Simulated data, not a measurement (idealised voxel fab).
The name of this process module is voxel self aligned vias.
We display cut, a cross-section 145 nm in width whose square cells are each 5 nm.
Format of a cross-section: grid, square cells. Given as bands. Order: top down. Band: one or more rows of cells. Heights first: top, then bottom, in nm. Then materials, left to right, each with a width in nm. "everywhere" on a single material: fills the band edge to edge. "blank": empty space. Height 0 is the level under which the wafer as received is all one material. The lowest band goes on downwards, as in "from 0 down". With a width like "30->40", each row of cells in the band differs from the next by the same amount, the top row carrying the first number and the bottom row the second. The cross-section has no changed cell in any step marked "stayed the same". Basically, "Closed empty spaces" tells you about the enclosed voids: empty spaces with no open way to the top, 8 cells or bigger, each written width x height at distance, where distance is from the left edge, all in nm. Heads up: the bit after the settings on a step's line is the simulator's remark on that step. overlay nm: mask offset rightward from planned place, masked step; negative means leftward offset.

Process steps foreseen in the plan
1: RECEIVE (material Si)
2: CONFORMAL_DEP (material SiO2; thk nm 10)
3: CONFORMAL_DEP (material SiCN; thk nm 5)
4: DIRECTIONAL_DEP (material SiO2; thk nm 30)
5: MASKED_ETCH (tone open; mask id LINES; width nm 30; pitch nm 55; etch materials SiO2; depth nm 30; overlay nm 0)
6: CONFORMAL_DEP (material TiN; thk nm 5)
7: FILL_DEP (material W; thk nm 5)
8: CMP (height nm 45)
9: SELECTIVE_ETCH (etch materials W Ru TiN; depth nm 5)
10: FILL_DEP (material SiN; thk nm 5)
11: CMP (height nm 45)
12: DIRECTIONAL_DEP (material SiO2; thk nm 15)
13: MASKED_ETCH (tone open; mask id VIAS; width nm 40; etch materials SiO2; depth nm 15; overlay nm 0)
14: MASKED_ETCH (tone open; mask id VIAS; width nm 40; etch materials SiN; depth nm 5; overlay nm 0)
15: CONFORMAL_DEP (material TiN; thk nm 5)
16: FILL_DEP (material Ru; thk nm 5)
17: CMP (height nm 60)
18: CONFORMAL_DEP (material SiN; thk nm 5)

This is the cross-section of the wafer as we received it, i.e. after step 1
- from 0 down: Si everywhere
- Closed empty spaces: none

Result of the module, cross-sectioned: start per above, plan per above, one error in how it was run
- from 65 to 60: SiN everywhere
- from 60 to 50: 20 SiO2 | 5 TiN | 40 Ru | 5 TiN | 75 SiO2
- from 50 to 45: 20 SiO2 | 15 TiN | 20 Ru | 15 TiN | 75 SiO2
- from 45 to 40: 30 SiO2 | 30 TiN | 25 SiO2 | 30 SiN | 30 SiO2
- from 40 to 20: 30 SiO2 | 5 TiN | 20 W | 5 TiN | 25 SiO2 | 5 TiN | 20 W | 5 TiN | 30 SiO2
- from 20 to 15: 30 SiO2 | 30 TiN | 25 SiO2 | 30 TiN | 30 SiO2
- from 15 to 10: SiCN everywhere
- from 10 to 0: SiO2 everywhere
- from 0 down: Si everywhere
- Closed empty spaces: none
Plan not followed: planned and actual differ for step 13; actual: MASKED_ETCH (tone open; mask id VIAS; width nm 50; etch materials SiO2; depth nm 15; overlay nm 0)
